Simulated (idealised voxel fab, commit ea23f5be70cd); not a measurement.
process module | voxel transistor to metal
cross-section cut | 295 nm wide | cells 5 nm
A cross-section is a grid of square cells, given in bands from the top down. A band is one or more rows of cells.
Each band's line starts with the height of the band's top and of its bottom, in nm. Then come its materials from left to right, each with its width in nm. One material with "throughout" fills the band from edge to edge. "air" is empty space.
Height 0 is the level under which the wafer as received is all one material. The lowest band goes on downwards, as in "0 down".
A width such as "30 to 40" changes by the same amount from each row of cells to the next, from the band's top row to its bottom row.
"no change" after a step means that no cell of the cross-section changed.
closed voids: empty space of 8 cells or more with no open way to the top, each as width x height at its distance from the left edge, in nm
after a step's settings: what the simulator itself notes on the step
overlay nm, on a step with a mask: how far to the right of its planned place the mask lay; to the left if negative
plan
1 op RECEIVE | material Si
2 op CONFORMAL_DEP | material SiO2 | thk nm 5
3 op CONFORMAL_DEP | material SiN | thk nm 15
4 op PATTERN | tone cover | mask id ACTIVE | material resist | width nm 110 | pitch nm 140 | thk nm 20 | overlay nm 0
5 op DIRECTIONAL_ETCH | etch materials SiN | depth nm 15
6 op DIRECTIONAL_ETCH | etch materials SiO2 | depth nm 5
7 op DIRECTIONAL_ETCH | etch materials Si | depth nm 35
8 op STRIP | etch materials resist
9 op OXIDIZE | depth nm 5
10 op FILL_DEP | material SiO2 | thk nm 15
11 op CMP | height nm 20
12 op SELECTIVE_ETCH | etch materials SiO2 | depth nm 10
13 op STRIP | etch materials SiN
14 op SELECTIVE_ETCH | etch materials SiO2 | depth nm 5
15 op OXIDIZE | depth nm 5
16 op DIRECTIONAL_DEP | material polySi | thk nm 30
17 op DIRECTIONAL_DEP | material SiCN | thk nm 15
18 op MASKED_ETCH | tone cover | mask id GATE | width nm 20 | pitch nm 140 | etch materials SiCN | depth nm 25 | overlay nm 0
19 op MASKED_ETCH | tone cover | mask id GATE | width nm 20 | pitch nm 140 | etch materials polySi | depth nm 40 | overlay nm 0
20 op CONFORMAL_DEP | material SiO2 | thk nm 5
21 op DIRECTIONAL_ETCH | etch materials SiO2 | depth nm 5
22 op CONFORMAL_DEP | material SiN | thk nm 5
23 op DIRECTIONAL_ETCH | etch materials SiN | depth nm 5
24 op DIRECTIONAL_ETCH | etch materials SiO2 | depth nm 5
25 op EPI | material nSi | thk nm 5
26 op FILL_DEP | material SiO2 | thk nm 5
27 op CMP | height nm 45
28 op DIRECTIONAL_DEP | material SiO2 | thk nm 15
29 op PATTERN | tone open | mask id CONTACT | material resist | width nm 35 | thk nm 15 | overlay nm 0
30 op DIRECTIONAL_ETCH | etch materials SiO2 | depth nm 60
31 op STRIP | etch materials resist
32 op CONFORMAL_DEP | material TiN | thk nm 5
33 op FILL_DEP | material Ru | thk nm 5
34 op CMP | height nm 60
35 op DIRECTIONAL_DEP | material TiN | thk nm 5
36 op DIRECTIONAL_DEP | material Ru | thk nm 15
37 op MASKED_ETCH | tone cover | mask id METAL_1 | width nm 20 | etch materials Ru | depth nm 15 | overlay nm 0
38 op MASKED_ETCH | tone cover | mask id METAL_1 | width nm 20 | etch materials TiN | depth nm 5 | overlay nm 0
39 op FILL_DEP | material SiO2 | thk nm 5
40 op CMP | height nm 80
41 op CONFORMAL_DEP | material SiCN | thk nm 5
42 op DIRECTIONAL_DEP | material lowk | thk nm 30
43 op DIRECTIONAL_DEP | material aC | thk nm 10
44 op PATTERN | tone open | mask id METAL_2 | material resist | width nm 20 | pitch nm 140 | thk nm 30 | overlay nm 0
45 op DIRECTIONAL_ETCH | etch materials aC | depth nm 10
46 op STRIP | etch materials resist
47 op DIRECTIONAL_ETCH | etch materials lowk | depth nm 15
48 op STRIP | etch materials aC
49 op PATTERN | tone open | mask id METAL_2_HOLES | material resist | width nm 15 | pitch nm 140 | thk nm 15 | overlay nm 0
50 op DIRECTIONAL_ETCH | etch materials lowk | depth nm 15
51 op DIRECTIONAL_ETCH | etch materials SiCN | depth nm 5
52 op STRIP | etch materials resist
53 op CONFORMAL_DEP | material TiN | thk nm 5
54 op FILL_DEP | material Ru | thk nm 10
55 op CMP | height nm 115
56 op CONFORMAL_DEP | material SiN | thk nm 5
first wafer, as planned
as received, after step 1
  0 down: Si throughout
  closed voids: none
after step 2
  5 to 0: SiO2 throughout
  below 0: unchanged
after step 3
  20 to 5: SiN throughout
  below 5: unchanged
after step 4
  40 to 20: air 20 | resist 110 | air 30 | resist 110 | air 25
  below 20: unchanged
after step 5
  40 to 20: air 20 | resist 110 | air 30 | resist 110 | air 25
  20 to 5: air 20 | SiN 110 | air 30 | SiN 110 | air 25
  below 5: unchanged
after step 6
  40 to 20: air 20 | resist 110 | air 30 | resist 110 | air 25
  20 to 5: air 20 | SiN 110 | air 30 | SiN 110 | air 25
  5 to 0: air 20 | SiO2 110 | air 30 | SiO2 110 | air 25
  below 0: unchanged
after step 7
  40 to 20: air 20 | resist 110 | air 30 | resist 110 | air 25
  20 to 5: air 20 | SiN 110 | air 30 | SiN 110 | air 25
  5 to 0: air 20 | SiO2 110 | air 30 | SiO2 110 | air 25
  0 to -35: air 20 | Si 110 | air 30 | Si 110 | air 25
  below -35: unchanged
after step 8
  20 to 5: air 20 | SiN 110 | air 30 | SiN 110 | air 25
  below 5: unchanged
after step 9
  20 to 5: air 20 | SiN 110 | air 30 | SiN 110 | air 25
  5 to 0: air 20 | SiO2 110 | air 30 | SiO2 110 | air 25
  0 to -35: air 20 | SiO2 5 | Si 100 | SiO2 5 | air 30 | SiO2 5 | Si 100 | SiO2 5 | air 25
  -35 to -40: SiO2 25 | Si 100 | SiO2 40 | Si 100 | SiO2 30
  below -40: unchanged
after step 10
  35 to 20: SiO2 throughout
  20 to 5: SiO2 20 | SiN 110 | SiO2 30 | SiN 110 | SiO2 25
  5 to 0: SiO2 throughout
  0 to -40: SiO2 25 | Si 100 | SiO2 40 | Si 100 | SiO2 30
  below -40: unchanged
after step 11
  20 to 5: SiO2 20 | SiN 110 | SiO2 30 | SiN 110 | SiO2 25
  below 5: unchanged
after step 12
  20 to 10: air 20 | SiN 110 | air 30 | SiN 110 | air 25
  below 10: unchanged
after step 13
  10 to 5: SiO2 20 | air 110 | SiO2 30 | air 110 | SiO2 25
  below 5: unchanged
after step 14
  5 to 0: SiO2 15 | air 120 | SiO2 20 | air 120 | SiO2 20
  below 0: unchanged
after step 15
  5 to 0: SiO2 15 | air 120 | SiO2 20 | air 120 | SiO2 20
  0 to -5: SiO2 throughout
  below -5: unchanged
after step 16
  35 to 30: polySi 15 | air 120 | polySi 20 | air 120 | polySi 20
  30 to 5: polySi throughout
  5 to 0: SiO2 15 | polySi 120 | SiO2 20 | polySi 120 | SiO2 20
  below 0: unchanged
after step 17
  50 to 45: SiCN 15 | air 120 | SiCN 20 | air 120 | SiCN 20
  45 to 35: SiCN throughout
  35 to 30: polySi 15 | SiCN 120 | polySi 20 | SiCN 120 | polySi 20
  below 30: unchanged
after step 18
  45 to 35: air 65 | SiCN 20 | air 120 | SiCN 20 | air 70
  35 to 30: polySi 15 | air 50 | SiCN 20 | air 50 | polySi 20 | air 50 | SiCN 20 | air 50 | polySi 20
  below 30: unchanged
after step 19
  45 to 30: air 65 | SiCN 20 | air 120 | SiCN 20 | air 70
  30 to 5: air 65 | polySi 20 | air 120 | polySi 20 | air 70
  5 to 0: SiO2 15 | air 50 | polySi 20 | air 50 | SiO2 20 | air 50 | polySi 20 | air 50 | SiO2 20
  below 0: unchanged
after step 20
  50 to 45: air 60 | SiO2 30 | air 110 | SiO2 30 | air 65
  45 to 30: air 60 | SiO2 5 | SiCN 20 | SiO2 5 | air 110 | SiO2 5 | SiCN 20 | SiO2 5 | air 65
  30 to 10: air 60 | SiO2 5 | polySi 20 | SiO2 5 | air 110 | SiO2 5 | polySi 20 | SiO2 5 | air 65
  10 to 5: SiO2 20 | air 40 | SiO2 5 | polySi 20 | SiO2 5 | air 40 | SiO2 30 | air 40 | SiO2 5 | polySi 20 | SiO2 5 | air 40 | SiO2 25
  5 to 0: SiO2 65 | polySi 20 | SiO2 120 | polySi 20 | SiO2 70
  below 0: unchanged
after step 21
  45 to 30: air 60 | SiO2 5 | SiCN 20 | SiO2 5 | air 110 | SiO2 5 | SiCN 20 | SiO2 5 | air 65
  30 to 5: air 60 | SiO2 5 | polySi 20 | SiO2 5 | air 110 | SiO2 5 | polySi 20 | SiO2 5 | air 65
  5 to 0: SiO2 20 | air 40 | SiO2 5 | polySi 20 | SiO2 5 | air 40 | SiO2 30 | air 40 | SiO2 5 | polySi 20 | SiO2 5 | air 40 | SiO2 25
  below 0: unchanged
after step 22
  50 to 45: air 55 | SiN 40 | air 100 | SiN 40 | air 60
  45 to 30: air 55 | SiN 5 | SiO2 5 | SiCN 20 | SiO2 5 | SiN 5 | air 100 | SiN 5 | SiO2 5 | SiCN 20 | SiO2 5 | SiN 5 | air 60
  30 to 10: air 55 | SiN 5 | SiO2 5 | polySi 20 | SiO2 5 | SiN 5 | air 100 | SiN 5 | SiO2 5 | polySi 20 | SiO2 5 | SiN 5 | air 60
  10 to 5: SiN 25 | air 30 | SiN 5 | SiO2 5 | polySi 20 | SiO2 5 | SiN 5 | air 30 | SiN 40 | air 30 | SiN 5 | SiO2 5 | polySi 20 | SiO2 5 | SiN 5 | air 30 | SiN 30
  5 to 0: SiO2 20 | SiN 40 | SiO2 5 | polySi 20 | SiO2 5 | SiN 40 | SiO2 30 | SiN 40 | SiO2 5 | polySi 20 | SiO2 5 | SiN 40 | SiO2 25
  below 0: unchanged
after step 23
  45 to 30: air 55 | SiN 5 | SiO2 5 | SiCN 20 | SiO2 5 | SiN 5 | air 100 | SiN 5 | SiO2 5 | SiCN 20 | SiO2 5 | SiN 5 | air 60
  30 to 5: air 55 | SiN 5 | SiO2 5 | polySi 20 | SiO2 5 | SiN 5 | air 100 | SiN 5 | SiO2 5 | polySi 20 | SiO2 5 | SiN 5 | air 60
  5 to 0: SiO2 20 | SiN 5 | air 30 | SiN 5 | SiO2 5 | polySi 20 | SiO2 5 | SiN 5 | air 30 | SiN 5 | SiO2 30 | SiN 5 | air 30 | SiN 5 | SiO2 5 | polySi 20 | SiO2 5 | SiN 5 | air 30 | SiN 5 | SiO2 25
  below 0: unchanged
after step 24
  45 to 40: air 55 | SiN 5 | air 5 | SiCN 20 | air 5 | SiN 5 | air 100 | SiN 5 | air 5 | SiCN 20 | air 5 | SiN 5 | air 60
  40 to 30: air 55 | SiN 5 | SiO2 5 | SiCN 20 | SiO2 5 | SiN 5 | air 100 | SiN 5 | SiO2 5 | SiCN 20 | SiO2 5 | SiN 5 | air 60
  30 to 5: air 55 | SiN 5 | SiO2 5 | polySi 20 | SiO2 5 | SiN 5 | air 100 | SiN 5 | SiO2 5 | polySi 20 | SiO2 5 | SiN 5 | air 60
  5 to 0: air 20 | SiN 5 | air 30 | SiN 5 | SiO2 5 | polySi 20 | SiO2 5 | SiN 5 | air 30 | SiN 5 | air 30 | SiN 5 | air 30 | SiN 5 | SiO2 5 | polySi 20 | SiO2 5 | SiN 5 | air 30 | SiN 5 | air 25
  0 to -5: SiO2 25 | air 30 | SiO2 40 | air 30 | SiO2 40 | air 30 | SiO2 40 | air 30 | SiO2 30
  below -5: unchanged
after step 25
  45 to 40: air 55 | SiN 5 | air 5 | SiCN 20 | air 5 | SiN 5 | air 100 | SiN 5 | air 5 | SiCN 20 | air 5 | SiN 5 | air 60
  40 to 30: air 55 | SiN 5 | SiO2 5 | SiCN 20 | SiO2 5 | SiN 5 | air 100 | SiN 5 | SiO2 5 | SiCN 20 | SiO2 5 | SiN 5 | air 60
  30 to 5: air 55 | SiN 5 | SiO2 5 | polySi 20 | SiO2 5 | SiN 5 | air 100 | SiN 5 | SiO2 5 | polySi 20 | SiO2 5 | SiN 5 | air 60
  5 to 0: air 20 | SiN 5 | air 30 | SiN 5 | SiO2 5 | polySi 20 | SiO2 5 | SiN 5 | air 30 | SiN 5 | air 30 | SiN 5 | air 30 | SiN 5 | SiO2 5 | polySi 20 | SiO2 5 | SiN 5 | air 30 | SiN 5 | air 25
  0 to -5: SiO2 25 | nSi 30 | SiO2 40 | nSi 30 | SiO2 40 | nSi 30 | SiO2 40 | nSi 30 | SiO2 30
  below -5: unchanged
after step 26
  50 to 45: SiO2 throughout
  45 to 30: SiO2 55 | SiN 5 | SiO2 5 | SiCN 20 | SiO2 5 | SiN 5 | SiO2 100 | SiN 5 | SiO2 5 | SiCN 20 | SiO2 5 | SiN 5 | SiO2 60
  30 to 5: SiO2 55 | SiN 5 | SiO2 5 | polySi 20 | SiO2 5 | SiN 5 | SiO2 100 | SiN 5 | SiO2 5 | polySi 20 | SiO2 5 | SiN 5 | SiO2 60
  5 to 0: SiO2 20 | SiN 5 | SiO2 30 | SiN 5 | SiO2 5 | polySi 20 | SiO2 5 | SiN 5 | SiO2 30 | SiN 5 | SiO2 30 | SiN 5 | SiO2 30 | SiN 5 | SiO2 5 | polySi 20 | SiO2 5 | SiN 5 | SiO2 30 | SiN 5 | SiO2 25
  below 0: unchanged
after step 27
  45 to 30: SiO2 55 | SiN 5 | SiO2 5 | SiCN 20 | SiO2 5 | SiN 5 | SiO2 100 | SiN 5 | SiO2 5 | SiCN 20 | SiO2 5 | SiN 5 | SiO2 60
  below 30: unchanged
after step 28
  60 to 45: SiO2 throughout
  below 45: unchanged
after step 29
  75 to 60: resist 25 | air 35 | resist 30 | air 35 | resist 40 | air 35 | resist 30 | air 35 | resist 30
  below 60: unchanged
after step 30
  75 to 60: resist 25 | air 35 | resist 30 | air 35 | resist 40 | air 35 | resist 30 | air 35 | resist 30
  60 to 45: SiO2 25 | air 35 | SiO2 30 | air 35 | SiO2 40 | air 35 | SiO2 30 | air 35 | SiO2 30
  45 to 30: SiO2 25 | air 30 | SiN 5 | SiO2 5 | SiCN 20 | SiO2 5 | SiN 5 | air 30 | SiO2 40 | air 30 | SiN 5 | SiO2 5 | SiCN 20 | SiO2 5 | SiN 5 | air 30 | SiO2 30
  30 to 5: SiO2 25 | air 30 | SiN 5 | SiO2 5 | polySi 20 | SiO2 5 | SiN 5 | air 30 | SiO2 40 | air 30 | SiN 5 | SiO2 5 | polySi 20 | SiO2 5 | SiN 5 | air 30 | SiO2 30
  5 to 0: SiO2 20 | SiN 5 | air 30 | SiN 5 | SiO2 5 | polySi 20 | SiO2 5 | SiN 5 | air 30 | SiN 5 | SiO2 30 | SiN 5 | air 30 | SiN 5 | SiO2 5 | polySi 20 | SiO2 5 | SiN 5 | air 30 | SiN 5 | SiO2 25
  below 0: unchanged
after step 31
  60 to 45: SiO2 25 | air 35 | SiO2 30 | air 35 | SiO2 40 | air 35 | SiO2 30 | air 35 | SiO2 30
  below 45: unchanged
after step 32
  65 to 60: TiN 30 | air 25 | TiN 40 | air 25 | TiN 50 | air 25 | TiN 40 | air 25 | TiN 35
  60 to 50: SiO2 25 | TiN 5 | air 25 | TiN 5 | SiO2 30 | TiN 5 | air 25 | TiN 5 | SiO2 40 | TiN 5 | air 25 | TiN 5 | SiO2 30 | TiN 5 | air 25 | TiN 5 | SiO2 30
  50 to 45: SiO2 25 | TiN 5 | air 20 | TiN 10 | SiO2 30 | TiN 10 | air 20 | TiN 5 | SiO2 40 | TiN 5 | air 20 | TiN 10 | SiO2 30 | TiN 10 | air 20 | TiN 5 | SiO2 30
  45 to 30: SiO2 25 | TiN 5 | air 20 | TiN 5 | SiN 5 | SiO2 5 | SiCN 20 | SiO2 5 | SiN 5 | TiN 5 | air 20 | TiN 5 | SiO2 40 | TiN 5 | air 20 | TiN 5 | SiN 5 | SiO2 5 | SiCN 20 | SiO2 5 | SiN 5 | TiN 5 | air 20 | TiN 5 | SiO2 30
  30 to 5: SiO2 25 | TiN 5 | air 20 | TiN 5 | SiN 5 | SiO2 5 | polySi 20 | SiO2 5 | SiN 5 | TiN 5 | air 20 | TiN 5 | SiO2 40 | TiN 5 | air 20 | TiN 5 | SiN 5 | SiO2 5 | polySi 20 | SiO2 5 | SiN 5 | TiN 5 | air 20 | TiN 5 | SiO2 30
  5 to 0: SiO2 20 | SiN 5 | TiN 30 | SiN 5 | SiO2 5 | polySi 20 | SiO2 5 | SiN 5 | TiN 30 | SiN 5 | SiO2 30 | SiN 5 | TiN 30 | SiN 5 | SiO2 5 | polySi 20 | SiO2 5 | SiN 5 | TiN 30 | SiN 5 | SiO2 25
  below 0: unchanged
after step 33
  70 to 65: Ru throughout
  65 to 60: TiN 30 | Ru 25 | TiN 40 | Ru 25 | TiN 50 | Ru 25 | TiN 40 | Ru 25 | TiN 35
  60 to 50: SiO2 25 | TiN 5 | Ru 25 | TiN 5 | SiO2 30 | TiN 5 | Ru 25 | TiN 5 | SiO2 40 | TiN 5 | Ru 25 | TiN 5 | SiO2 30 | TiN 5 | Ru 25 | TiN 5 | SiO2 30
  50 to 45: SiO2 25 | TiN 5 | Ru 20 | TiN 10 | SiO2 30 | TiN 10 | Ru 20 | TiN 5 | SiO2 40 | TiN 5 | Ru 20 | TiN 10 | SiO2 30 | TiN 10 | Ru 20 | TiN 5 | SiO2 30
  45 to 30: SiO2 25 | TiN 5 | Ru 20 | TiN 5 | SiN 5 | SiO2 5 | SiCN 20 | SiO2 5 | SiN 5 | TiN 5 | Ru 20 | TiN 5 | SiO2 40 | TiN 5 | Ru 20 | TiN 5 | SiN 5 | SiO2 5 | SiCN 20 | SiO2 5 | SiN 5 | TiN 5 | Ru 20 | TiN 5 | SiO2 30
  30 to 5: SiO2 25 | TiN 5 | Ru 20 | TiN 5 | SiN 5 | SiO2 5 | polySi 20 | SiO2 5 | SiN 5 | TiN 5 | Ru 20 | TiN 5 | SiO2 40 | TiN 5 | Ru 20 | TiN 5 | SiN 5 | SiO2 5 | polySi 20 | SiO2 5 | SiN 5 | TiN 5 | Ru 20 | TiN 5 | SiO2 30
  below 5: unchanged
after step 34
  60 to 50: SiO2 25 | TiN 5 | Ru 25 | TiN 5 | SiO2 30 | TiN 5 | Ru 25 | TiN 5 | SiO2 40 | TiN 5 | Ru 25 | TiN 5 | SiO2 30 | TiN 5 | Ru 25 | TiN 5 | SiO2 30
  below 50: unchanged
after step 35
  65 to 60: TiN throughout
  below 60: unchanged
after step 36
  80 to 65: Ru throughout
  below 65: unchanged
after step 37
  80 to 65: air 25 | Ru 20 | air 60 | Ru 20 | air 40 | Ru 20 | air 60 | Ru 20 | air 30
  below 65: unchanged
after step 38
  80 to 65: air 25 | Ru 20 | air 60 | Ru 20 | air 40 | Ru 20 | air 60 | Ru 20 | air 30
  65 to 60: air 25 | TiN 20 | air 60 | TiN 20 | air 40 | TiN 20 | air 60 | TiN 20 | air 30
  below 60: unchanged
after step 39
  85 to 80: SiO2 throughout
  80 to 65: SiO2 25 | Ru 20 | SiO2 60 | Ru 20 | SiO2 40 | Ru 20 | SiO2 60 | Ru 20 | SiO2 30
  65 to 60: SiO2 25 | TiN 20 | SiO2 60 | TiN 20 | SiO2 40 | TiN 20 | SiO2 60 | TiN 20 | SiO2 30
  below 60: unchanged
after step 40
  80 to 65: SiO2 25 | Ru 20 | SiO2 60 | Ru 20 | SiO2 40 | Ru 20 | SiO2 60 | Ru 20 | SiO2 30
  below 65: unchanged
after step 41
  85 to 80: SiCN throughout
  below 80: unchanged
after step 42
  115 to 85: lowk throughout
  below 85: unchanged
after step 43
  125 to 115: aC throughout
  below 115: unchanged
after step 44
  155 to 125: resist 25 | air 20 | resist 120 | air 20 | resist 110
  below 125: unchanged
after step 45
  145 to 125: resist 25 | air 20 | resist 120 | air 20 | resist 110
  125 to 115: aC 25 | air 20 | aC 120 | air 20 | aC 110
  below 115: unchanged
after step 46
  125 to 115: aC 25 | air 20 | aC 120 | air 20 | aC 110
  below 115: unchanged
after step 47
  125 to 115: aC 25 | air 20 | aC 120 | air 20 | aC 110
  115 to 100: lowk 25 | air 20 | lowk 120 | air 20 | lowk 110
  below 100: unchanged
after step 48
  115 to 100: lowk 25 | air 20 | lowk 120 | air 20 | lowk 110
  below 100: unchanged
after step 49
  130 to 115: resist 25 | air 15 | resist 125 | air 15 | resist 115
  115 to 100: lowk 25 | air 15 | resist 5 | lowk 120 | air 15 | resist 5 | lowk 110
  below 100: unchanged
after step 50
  130 to 115: resist 25 | air 15 | resist 125 | air 15 | resist 115
  115 to 100: lowk 25 | air 15 | resist 5 | lowk 120 | air 15 | resist 5 | lowk 110
  100 to 85: lowk 25 | air 15 | lowk 125 | air 15 | lowk 115
  below 85: unchanged
after step 51
  130 to 115: resist 25 | air 15 | resist 125 | air 15 | resist 115
  115 to 100: lowk 25 | air 15 | resist 5 | lowk 120 | air 15 | resist 5 | lowk 110
  100 to 85: lowk 25 | air 15 | lowk 125 | air 15 | lowk 115
  85 to 80: SiCN 25 | air 15 | SiCN 125 | air 15 | SiCN 115
  below 80: unchanged
after step 52
  115 to 100: lowk 25 | air 20 | lowk 120 | air 20 | lowk 110
  below 100: unchanged
after step 53
  120 to 115: TiN 30 | air 10 | TiN 130 | air 10 | TiN 115
  115 to 105: lowk 25 | TiN 5 | air 10 | TiN 5 | lowk 120 | TiN 5 | air 10 | TiN 5 | lowk 110
  105 to 100: lowk 25 | TiN 5 | air 5 | TiN 10 | lowk 120 | TiN 5 | air 5 | TiN 10 | lowk 110
  100 to 85: lowk 25 | TiN 5 | air 5 | TiN 5 | lowk 125 | TiN 5 | air 5 | TiN 5 | lowk 115
  85 to 80: SiCN 25 | TiN 15 | SiCN 125 | TiN 15 | SiCN 115
  below 80: unchanged
after step 54
  130 to 120: Ru throughout
  120 to 115: TiN 30 | Ru 10 | TiN 130 | Ru 10 | TiN 115
  115 to 105: lowk 25 | TiN 5 | Ru 10 | TiN 5 | lowk 120 | TiN 5 | Ru 10 | TiN 5 | lowk 110
  105 to 100: lowk 25 | TiN 5 | Ru 5 | TiN 10 | lowk 120 | TiN 5 | Ru 5 | TiN 10 | lowk 110
  100 to 85: lowk 25 | TiN 5 | Ru 5 | TiN 5 | lowk 125 | TiN 5 | Ru 5 | TiN 5 | lowk 115
  below 85: unchanged
after step 55
  115 to 105: lowk 25 | TiN 5 | Ru 10 | TiN 5 | lowk 120 | TiN 5 | Ru 10 | TiN 5 | lowk 110
  below 105: unchanged
after step 56
  120 to 115: SiN throughout
  below 115: unchanged
second wafer: like start, like plan, one mistake. Through step 53 it matches the first wafer
when step 54 should have ended
  130 to 120: SiCN throughout
  120 to 115: TiN 30 | SiCN 10 | TiN 130 | SiCN 10 | TiN 115
  115 to 105: lowk 25 | TiN 5 | SiCN 10 | TiN 5 | lowk 120 | TiN 5 | SiCN 10 | TiN 5 | lowk 110
  105 to 100: lowk 25 | TiN 5 | SiCN 5 | TiN 10 | lowk 120 | TiN 5 | SiCN 5 | TiN 10 | lowk 110
  100 to 85: lowk 25 | TiN 5 | SiCN 5 | TiN 5 | lowk 125 | TiN 5 | SiCN 5 | TiN 5 | lowk 115
  below 85: unchanged
when step 55 should have ended
  115 to 105: lowk 25 | TiN 5 | SiCN 10 | TiN 5 | lowk 120 | TiN 5 | SiCN 10 | TiN 5 | lowk 110
  below 105: unchanged
when step 56 should have ended
  120 to 115: SiN throughout
  below 115: unchanged
what went wrong: step 54 ran as: op FILL_DEP | material SiCN | thk nm 10
at the end the second wafer has, in cells: 16 fewer of Ru | 16 more of SiCN
